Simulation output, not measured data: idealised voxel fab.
process module | voxel self aligned contacts
cross-section cut | 160 nm wide | cells 5 nm
A cross-section is a grid of square cells, given in bands from the top down. A band is one or more rows of cells.
Each band's line starts with the height of the band's top and of its bottom, in nm. Then come its materials from left to right, each with its width in nm. One material with "throughout" fills the band from edge to edge. "air" is empty space.
Height 0 is the level under which the wafer as received is all one material. The lowest band goes on downwards, as in "0 down".
A width such as "30 to 40" changes by the same amount from each row of cells to the next, from the band's top row to its bottom row.
"no change" after a step means that no cell of the cross-section changed.
closed voids: empty space of 8 cells or more with no open way to the top, each as width x height at its distance from the left edge, in nm
after a step's settings: what the simulator itself notes on the step
overlay nm, on a step with a mask: how far to the right of its planned place the mask lay; to the left if negative
plan
1 op RECEIVE | material Si
2 op CONFORMAL_DEP | material SiO2 | thk nm 5
3 op DIRECTIONAL_DEP | material polySi | thk nm 20
4 op DIRECTIONAL_DEP | material SiN | thk nm 15
5 op DIRECTIONAL_DEP | material aC | thk nm 15
6 op PATTERN | tone cover | mask id GATE | material resist | width nm 30 | pitch nm 65 | thk nm 30 | overlay nm 0
7 op DIRECTIONAL_ETCH | etch materials aC | depth nm 15
8 op STRIP | etch materials resist
9 op DIRECTIONAL_ETCH | etch materials SiN | depth nm 15
10 op DIRECTIONAL_ETCH | etch materials polySi | depth nm 20
11 op STRIP | etch materials aC
12 op CONFORMAL_DEP | material SiN | thk nm 5
13 op DIRECTIONAL_ETCH | etch materials SiN | depth nm 5
14 op FILL_DEP | material SiO2 | thk nm 15
15 op CMP | height nm 45
16 op DIRECTIONAL_DEP | material aC | thk nm 15
17 op PATTERN | tone open | mask id CONTACT | material resist | width nm 45 | thk nm 30 | overlay nm 0
18 op DIRECTIONAL_ETCH | etch materials aC | depth nm 15
19 op STRIP | etch materials resist
20 op DIRECTIONAL_ETCH | etch materials SiO2 | depth nm 45
21 op STRIP | etch materials aC
22 op CONFORMAL_DEP | material TiN | thk nm 5
23 op FILL_DEP | material W | thk nm 10
24 op CMP | height nm 45
25 op CONFORMAL_DEP | material SiCN | thk nm 5
first wafer, as planned
as received, after step 1
  0 down: Si throughout
  closed voids: none
after step 2
  5 to 0: SiO2 throughout
  below 0: unchanged
after step 3
  25 to 5: polySi throughout
  below 5: unchanged
after step 4
  40 to 25: SiN throughout
  below 25: unchanged
after step 5
  55 to 40: aC throughout
  below 40: unchanged
after step 6
  85 to 55: air 30 | resist 30 | air 35 | resist 30 | air 35
  below 55: unchanged
after step 7
  70 to 55: air 30 | resist 30 | air 35 | resist 30 | air 35
  55 to 40: air 30 | aC 30 | air 35 | aC 30 | air 35
  below 40: unchanged
after step 8
  55 to 40: air 30 | aC 30 | air 35 | aC 30 | air 35
  below 40: unchanged
after step 9
  55 to 40: air 30 | aC 30 | air 35 | aC 30 | air 35
  40 to 25: air 30 | SiN 30 | air 35 | SiN 30 | air 35
  below 25: unchanged
after step 10
  55 to 40: air 30 | aC 30 | air 35 | aC 30 | air 35
  40 to 25: air 30 | SiN 30 | air 35 | SiN 30 | air 35
  25 to 5: air 30 | polySi 30 | air 35 | polySi 30 | air 35
  below 5: unchanged
after step 11
  40 to 25: air 30 | SiN 30 | air 35 | SiN 30 | air 35
  below 25: unchanged
after step 12
  45 to 25: air 25 | SiN 40 | air 25 | SiN 40 | air 30
  25 to 10: air 25 | SiN 5 | polySi 30 | SiN 5 | air 25 | SiN 5 | polySi 30 | SiN 5 | air 30
  10 to 5: SiN 30 | polySi 30 | SiN 35 | polySi 30 | SiN 35
  below 5: unchanged
after step 13
  40 to 25: air 25 | SiN 40 | air 25 | SiN 40 | air 30
  25 to 5: air 25 | SiN 5 | polySi 30 | SiN 5 | air 25 | SiN 5 | polySi 30 | SiN 5 | air 30
  below 5: unchanged
after step 14
  55 to 40: SiO2 throughout
  40 to 25: SiO2 25 | SiN 40 | SiO2 25 | SiN 40 | SiO2 30
  25 to 5: SiO2 25 | SiN 5 | polySi 30 | SiN 5 | SiO2 25 | SiN 5 | polySi 30 | SiN 5 | SiO2 30
  below 5: unchanged
after step 15
  45 to 40: SiO2 throughout
  below 40: unchanged
after step 16
  60 to 45: aC throughout
  below 45: unchanged
after step 17
  90 to 60: resist 55 | air 45 | resist 60
  below 60: unchanged
after step 18
  75 to 60: resist 55 | air 45 | resist 60
  60 to 45: aC 55 | air 45 | aC 60
  below 45: unchanged
after step 19
  60 to 45: aC 55 | air 45 | aC 60
  below 45: unchanged
after step 20
  60 to 45: aC 55 | air 45 | aC 60
  45 to 40: SiO2 55 | air 45 | SiO2 60
  40 to 25: SiO2 25 | SiN 40 | air 25 | SiN 40 | SiO2 30
  25 to 5: SiO2 25 | SiN 5 | polySi 30 | SiN 5 | air 25 | SiN 5 | polySi 30 | SiN 5 | SiO2 30
  5 to 0: SiO2 65 | air 25 | SiO2 70
  below 0: unchanged
after step 21
  45 to 40: SiO2 55 | air 45 | SiO2 60
  below 40: unchanged
after step 22
  50 to 45: TiN 60 | air 35 | TiN 65
  45 to 40: SiO2 55 | TiN 15 | air 15 | TiN 15 | SiO2 60
  40 to 25: SiO2 25 | SiN 40 | TiN 5 | air 15 | TiN 5 | SiN 40 | SiO2 30
  25 to 5: SiO2 25 | SiN 5 | polySi 30 | SiN 5 | TiN 5 | air 15 | TiN 5 | SiN 5 | polySi 30 | SiN 5 | SiO2 30
  5 to 0: SiO2 65 | TiN 25 | SiO2 70
  below 0: unchanged
after step 23
  60 to 50: W throughout
  50 to 45: TiN 60 | W 35 | TiN 65
  45 to 40: SiO2 55 | TiN 15 | W 15 | TiN 15 | SiO2 60
  40 to 25: SiO2 25 | SiN 40 | TiN 5 | W 15 | TiN 5 | SiN 40 | SiO2 30
  25 to 5: SiO2 25 | SiN 5 | polySi 30 | SiN 5 | TiN 5 | W 15 | TiN 5 | SiN 5 | polySi 30 | SiN 5 | SiO2 30
  below 5: unchanged
after step 24
  45 to 40: SiO2 55 | TiN 15 | W 15 | TiN 15 | SiO2 60
  below 40: unchanged
after step 25
  50 to 45: SiCN throughout
  below 45: unchanged
second wafer: like start, like plan, one mistake. Through step 16 it matches the first wafer
when step 17 should have ended
  90 to 60: resist 60 | air 45 | resist 55
  below 60: unchanged
when step 18 should have ended
  75 to 60: resist 60 | air 45 | resist 55
  60 to 45: aC 60 | air 45 | aC 55
  below 45: unchanged
when step 19 should have ended
  60 to 45: aC 60 | air 45 | aC 55
  below 45: unchanged
when step 20 should have ended
  60 to 45: aC 60 | air 45 | aC 55
  45 to 40: SiO2 60 | air 45 | SiO2 55
  40 to 25: SiO2 25 | SiN 40 | air 25 | SiN 40 | SiO2 30
  25 to 5: SiO2 25 | SiN 5 | polySi 30 | SiN 5 | air 25 | SiN 5 | polySi 30 | SiN 5 | SiO2 30
  5 to 0: SiO2 65 | air 25 | SiO2 70
  below 0: unchanged
when step 21 should have ended
  45 to 40: SiO2 60 | air 45 | SiO2 55
  below 40: unchanged
when step 22 should have ended
  50 to 45: TiN 65 | air 35 | TiN 60
  45 to 40: SiO2 60 | TiN 10 | air 15 | TiN 20 | SiO2 55
  40 to 25: SiO2 25 | SiN 40 | TiN 5 | air 15 | TiN 5 | SiN 40 | SiO2 30
  25 to 5: SiO2 25 | SiN 5 | polySi 30 | SiN 5 | TiN 5 | air 15 | TiN 5 | SiN 5 | polySi 30 | SiN 5 | SiO2 30
  5 to 0: SiO2 65 | TiN 25 | SiO2 70
  below 0: unchanged
when step 23 should have ended
  60 to 50: W throughout
  50 to 45: TiN 65 | W 35 | TiN 60
  45 to 40: SiO2 60 | TiN 10 | W 15 | TiN 20 | SiO2 55
  40 to 25: SiO2 25 | SiN 40 | TiN 5 | W 15 | TiN 5 | SiN 40 | SiO2 30
  25 to 5: SiO2 25 | SiN 5 | polySi 30 | SiN 5 | TiN 5 | W 15 | TiN 5 | SiN 5 | polySi 30 | SiN 5 | SiO2 30
  below 5: unchanged
when step 24 should have ended
  45 to 40: SiO2 60 | TiN 10 | W 15 | TiN 20 | SiO2 55
  below 40: unchanged
when step 25 should have ended
  50 to 45: SiCN throughout
  below 45: unchanged
what went wrong: step 17 ran as: op PATTERN | tone open | mask id CONTACT | material resist | width nm 45 | thk nm 30 | overlay nm 5
at the end the second wafer has, in cells: as many of each material as the first, in other places
